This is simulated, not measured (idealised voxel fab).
process module | voxel self aligned vias
cross-section cut | 285 nm wide | cells 5 nm
A cross-section is a grid of square cells, given in bands from the top down. A band is one or more rows of cells.
Each band's line starts with the height of the band's top and of its bottom, in nm. Then come its materials from left to right, each with its width in nm. One material with "throughout" fills the band from edge to edge. "air" is empty space.
Height 0 is the level under which the wafer as received is all one material. The lowest band goes on downwards, as in "0 down".
A width such as "30 to 40" changes by the same amount from each row of cells to the next, from the band's top row to its bottom row.
"no change" after a step means that no cell of the cross-section changed.
closed voids: empty space of 8 cells or more with no open way to the top, each as width x height at its distance from the left edge, in nm
after a step's settings: what the simulator itself notes on the step
overlay nm, on a step with a mask: how far to the right of its planned place the mask lay; to the left if negative
plan
1 op RECEIVE | material Si
2 op CONFORMAL_DEP | material SiO2 | thk nm 10
3 op CONFORMAL_DEP | material SiCN | thk nm 5
4 op DIRECTIONAL_DEP | material SiO2 | thk nm 30
5 op DIRECTIONAL_DEP | material aC | thk nm 10
6 op PATTERN | tone open | mask id LINES | material resist | width nm 25 | pitch nm 60 | thk nm 25 | overlay nm 0
7 op DIRECTIONAL_ETCH | etch materials aC | depth nm 10
8 op STRIP | etch materials resist
9 op DIRECTIONAL_ETCH | etch materials SiO2 | depth nm 30
10 op STRIP | etch materials aC
11 op CONFORMAL_DEP | material TiN | thk nm 5
12 op FILL_DEP | material Ru | thk nm 10
13 op CMP | height nm 45
14 op SELECTIVE_ETCH | etch materials W Ru TiN | depth nm 10
15 op FILL_DEP | material SiN | thk nm 10
16 op CMP | height nm 45
17 op DIRECTIONAL_DEP | material SiO2 | thk nm 20
18 op DIRECTIONAL_DEP | material aC | thk nm 10
19 op PATTERN | tone open | mask id VIAS | material resist | width nm 45 | pitch nm 60 | thk nm 30 | overlay nm 0
20 op DIRECTIONAL_ETCH | etch materials aC | depth nm 10
21 op STRIP | etch materials resist
22 op DIRECTIONAL_ETCH | etch materials SiO2 | depth nm 20
23 op DIRECTIONAL_ETCH | etch materials SiN | depth nm 10
24 op STRIP | etch materials aC
25 op CONFORMAL_DEP | material TiN | thk nm 5
26 op FILL_DEP | material Cu | thk nm 5
27 op CMP | height nm 65
28 op CONFORMAL_DEP | material SiN | thk nm 5
as received, after step 1
  0 down: Si throughout
  closed voids: none
a wafer at the end: this start, this plan, one mistake
  70 to 65: SiN throughout
  65 to 50: SiO2 60 | TiN 5 | Cu 35 | TiN 5 | SiO2 15 | TiN 5 | Cu 35 | TiN 5 | SiO2 15 | TiN 5 | Cu 35 | TiN 5 | SiO2 60
  50 to 40: SiO2 60 to 65 | TiN 10 to 5 | Cu 15 | TiN 20 to 5 | SiO2 15 to 35 | TiN 10 to 5 | Cu 15 | TiN 20 to 5 | SiO2 15 to 35 | TiN 10 to 5 | Cu 15 | TiN 20 to 5 | SiO2 60 to 75
  40 to 35: SiO2 65 | TiN 25 | SiO2 35 | TiN 25 | SiO2 35 | TiN 25 | SiO2 75
  35 to 20: SiO2 65 | TiN 5 | Ru 15 | TiN 5 | SiO2 35 | TiN 5 | Ru 15 | TiN 5 | SiO2 35 | TiN 5 | Ru 15 | TiN 5 | SiO2 75
  20 to 15: SiO2 65 | TiN 25 | SiO2 35 | TiN 25 | SiO2 35 | TiN 25 | SiO2 75
  15 to 10: SiCN throughout
  10 to 0: SiO2 throughout
  0 down: Si throughout
  closed voids: none
what went wrong: step 6 ran as: op PATTERN | tone open | mask id LINES | material resist | width nm 25 | pitch nm 60 | thk nm 25 | overlay nm -5
